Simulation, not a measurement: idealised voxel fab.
process module | voxel transistor to metal
195 nm wide, 5 nm square cells: that's cross-section cut.
Notation: cross-section as square-cell grid; stated in bands, top first, going down; one or more cell rows per band. Look at the band entry: it leads with the top's height and the bottom's height in nm. Then it lists the materials left to right, with a width in nm for each. The word "full width" on a single material says that material fills the band edge to edge. The word "empty" is empty space. Note: height 0 marks the level under which the wafer is uniformly one material as received. Lowest band unbounded below, written "0 down". The width entry "30..40" should be interpreted row by row: the top row of cells in the band takes the first number, the bottom row takes the second number, and the change between adjacent rows is uniform throughout. Any step labelled "nothing altered" changed none of the cells in the cross-section. Look at "Sealed void inventory" for the closed voids: empty spaces with no open path to the top, sized 8 cells or up. Each is width x height at distance, distance from the left edge, all nm. Formally, on a step line, whatever follows the settings is a remark that the simulator itself makes on the step. The setting "overlay nm" may be written on the line of a step. When the step uses a mask, the value reports how far to the right of the planned place the mask lay, and a negative value reports that it lay to the left.
### This section lists the process steps that were planned
| 1 | RECEIVE | material Si |
| 2 | OXIDIZE | depth nm 5 |
| 3 | CONFORMAL_DEP | material SiN | thk nm 10 |
| 4 | MASKED_ETCH | tone cover | mask id ACTIVE | width nm 115 | etch materials SiN | depth nm 10 | overlay nm 0 |
| 5 | MASKED_ETCH | tone cover | mask id ACTIVE | width nm 115 | etch materials SiO2 | depth nm 5 | overlay nm 0 |
| 6 | MASKED_ETCH | tone cover | mask id ACTIVE | width nm 115 | etch materials Si | depth nm 30 | overlay nm 0 |
| 7 | FILL_DEP | material SiO2 | thk nm 15 |
| 8 | CMP | height nm 10 |
| 9 | SELECTIVE_ETCH | etch materials SiO2 | depth nm 10 |
| 10 | STRIP | etch materials SiN |
| 11 | SELECTIVE_ETCH | etch materials SiO2 | depth nm 5 |
| 12 | OXIDIZE | depth nm 5 |
| 13 | DIRECTIONAL_DEP | material polySi | thk nm 25 |
| 14 | DIRECTIONAL_DEP | material SiCN | thk nm 15 |
| 15 | PATTERN | tone cover | mask id GATE | material resist | width nm 35 | thk nm 15 | overlay nm 0 |
| 16 | DIRECTIONAL_ETCH | etch materials SiCN | depth nm 25 |
| 17 | DIRECTIONAL_ETCH | etch materials polySi | depth nm 35 |
| 18 | STRIP | etch materials resist |
| 19 | CONFORMAL_DEP | material SiN | thk nm 10 |
| 20 | DIRECTIONAL_ETCH | etch materials SiN | depth nm 10 |
| 21 | DIRECTIONAL_ETCH | etch materials SiO2 | depth nm 5 |
| 22 | EPI | material SiGe | thk nm 5 |
| 23 | FILL_DEP | material SiO2 | thk nm 5 |
| 24 | CMP | height nm 20 |
| 25 | STRIP | etch materials polySi |
| 26 | SELECTIVE_ETCH | etch materials SiO2 | depth nm 5 |
| 27 | CONFORMAL_DEP | material HfO2 | thk nm 5 |
| 28 | CONFORMAL_DEP | material TiN | thk nm 5 |
| 29 | FILL_DEP | material W | thk nm 10 |
| 30 | CMP | height nm 15 |
| 31 | DIRECTIONAL_DEP | material SiO2 | thk nm 10 |
| 32 | MASKED_ETCH | tone open | mask id CONTACT | width nm 15 | pitch nm 80 | etch materials SiO2 | depth nm 30 | overlay nm 0 |
| 33 | CONFORMAL_DEP | material TiN | thk nm 5 |
| 34 | FILL_DEP | material W | thk nm 10 |
| 35 | CMP | height nm 25 |
| 36 | CONFORMAL_DEP | material SiCN | thk nm 5 |
| 37 | DIRECTIONAL_DEP | material SiO2 | thk nm 15 |
| 38 | MASKED_ETCH | tone open | mask id METAL_1 | width nm 15 | pitch nm 80 | etch materials SiO2 | depth nm 15 | overlay nm 0 |
| 39 | MASKED_ETCH | tone open | mask id METAL_1 | width nm 15 | pitch nm 80 | etch materials SiCN | depth nm 5 | overlay nm 0 |
| 40 | CONFORMAL_DEP | material TiN | thk nm 5 |
| 41 | FILL_DEP | material W | thk nm 10 |
| 42 | CMP | height nm 45 |
| 43 | CONFORMAL_DEP | material SiCN | thk nm 5 |
| 44 | DIRECTIONAL_DEP | material SiO2 | thk nm 35 |
| 45 | MASKED_ETCH | tone open | mask id METAL_2 | width nm 15 | pitch nm 80 | etch materials SiO2 | depth nm 20 | overlay nm 0 |
| 46 | DIRECTIONAL_DEP | material aC | thk nm 15 |
| 47 | PATTERN | tone open | mask id METAL_2_HOLES | material resist | width nm 15 | pitch nm 80 | thk nm 30 | overlay nm 0 |
| 48 | DIRECTIONAL_ETCH | etch materials aC | depth nm 15 |
| 49 | STRIP | etch materials resist |
| 50 | DIRECTIONAL_ETCH | etch materials SiO2 | depth nm 15 |
| 51 | DIRECTIONAL_ETCH | etch materials SiCN | depth nm 5 |
| 52 | STRIP | etch materials aC |
| 53 | CONFORMAL_DEP | material TiN | thk nm 5 |
| 54 | FILL_DEP | material Ru | thk nm 10 |
| 55 | CMP | height nm 85 |
| 56 | CONFORMAL_DEP | material SiN | thk nm 5 |
### As-received wafer cross-section (after step 1)
0 down = Si full width
Sealed void inventory: none
### Cross-section, first of two wafers, end of module, run as planned
90 to 85 = SiN full width
85 to 50 = 50 of SiO2 / 5 of TiN / 5 of Ru / 5 of TiN / 65 of SiO2 / 5 of TiN / 5 of Ru / 5 of TiN / 50 of SiO2
50 to 45 = 50 of SiCN / 15 of TiN / 65 of SiCN / 15 of TiN / 50 of SiCN
45 to 30 = 50 of SiO2 / 5 of TiN / 5 of W / 5 of TiN / 65 of SiO2 / 5 of TiN / 5 of W / 5 of TiN / 50 of SiO2
30 to 25 = 50 of SiCN / 15 of TiN / 65 of SiCN / 15 of TiN / 50 of SiCN
25 to 15 = 50 of SiO2 / 5 of TiN / 5 of W / 5 of TiN / 65 of SiO2 / 5 of TiN / 5 of W / 5 of TiN / 50 of SiO2
15 to 0 = 50 of SiO2 / 5 of TiN / 5 of W / 5 of TiN / 5 of SiO2 / 10 of SiN / 5 of HfO2 / 5 of TiN / 15 of W / 5 of TiN / 5 of HfO2 / 10 of SiN / 5 of SiO2 / 5 of TiN / 5 of W / 5 of TiN / 50 of SiO2
0 to -5 = 50 of SiO2 / 15 of TiN / 5 of SiO2 / 10 of SiN / 5 of HfO2 / 25 of TiN / 5 of HfO2 / 10 of SiN / 5 of SiO2 / 15 of TiN / 50 of SiO2
-5 to -10 = 35 of SiO2 / 35 of SiGe / 5 of SiO2 / 45 of HfO2 / 5 of SiO2 / 35 of SiGe / 35 of SiO2
-10 to -35 = 40 of SiO2 / 115 of Si / 40 of SiO2
-35 down = Si full width
Sealed void inventory: none
### Now the second wafer, cross-sectioned at the end of the module. Nothing different at the start, nothing different in the plan compared with the first, just one mistake when it was actually run
90 to 85 = SiN full width
85 to 50 = 50 of SiO2 / 5 of TiN / 5 of Ru / 5 of TiN / 65 of SiO2 / 5 of TiN / 5 of Ru / 5 of TiN / 50 of SiO2
50 to 45 = 50 of SiCN / 15 of TiN / 65 of SiCN / 15 of TiN / 50 of SiCN
45 to 30 = 50 of SiO2 / 5 of TiN / 5 of W / 5 of TiN / 65 of SiO2 / 5 of TiN / 5 of W / 5 of TiN / 50 of SiO2
30 to 25 = 50 of SiCN / 15 of TiN / 65 of SiCN / 15 of TiN / 50 of SiCN
25 to 15 = 50 of SiO2 / 5 of TiN / 5 of W / 5 of TiN / 65 of SiO2 / 5 of TiN / 5 of W / 5 of TiN / 50 of SiO2
15 to 5 = 50 of SiO2 / 5 of TiN / 5 of W / 5 of TiN / 5 of SiO2 / 10 of SiN / 5 of HfO2 / 5 of TiN / 15 of W / 5 of TiN / 5 of HfO2 / 10 of SiN / 5 of SiO2 / 5 of TiN / 5 of W / 5 of TiN / 50 of SiO2
5 to 0 = 50 of SiO2 / 15 of TiN / 5 of SiO2 / 10 of SiN / 5 of HfO2 / 25 of TiN / 5 of HfO2 / 10 of SiN / 5 of SiO2 / 15 of TiN / 50 of SiO2
0 to -5 = 35 of SiO2 / 10 of SiN / 25 of SiGe / 5 of SiO2 / 45 of HfO2 / 5 of SiO2 / 25 of SiGe / 10 of SiN / 35 of SiO2
-5 to -10 = 50 of SiO2 / 95 of Si / 50 of SiO2
-10 to -35 = 40 of SiO2 / 115 of Si / 40 of SiO2
-35 down = Si full width
Sealed void inventory: none
Error vs. plan: steps 10 and 11 run out of order (swapped)
End of process, cell counts, second wafer against first, materials with more or fewer: -2 HfO2 | +19 Si | -4 SiGe | -2 SiO2 | -6 TiN | -5 W
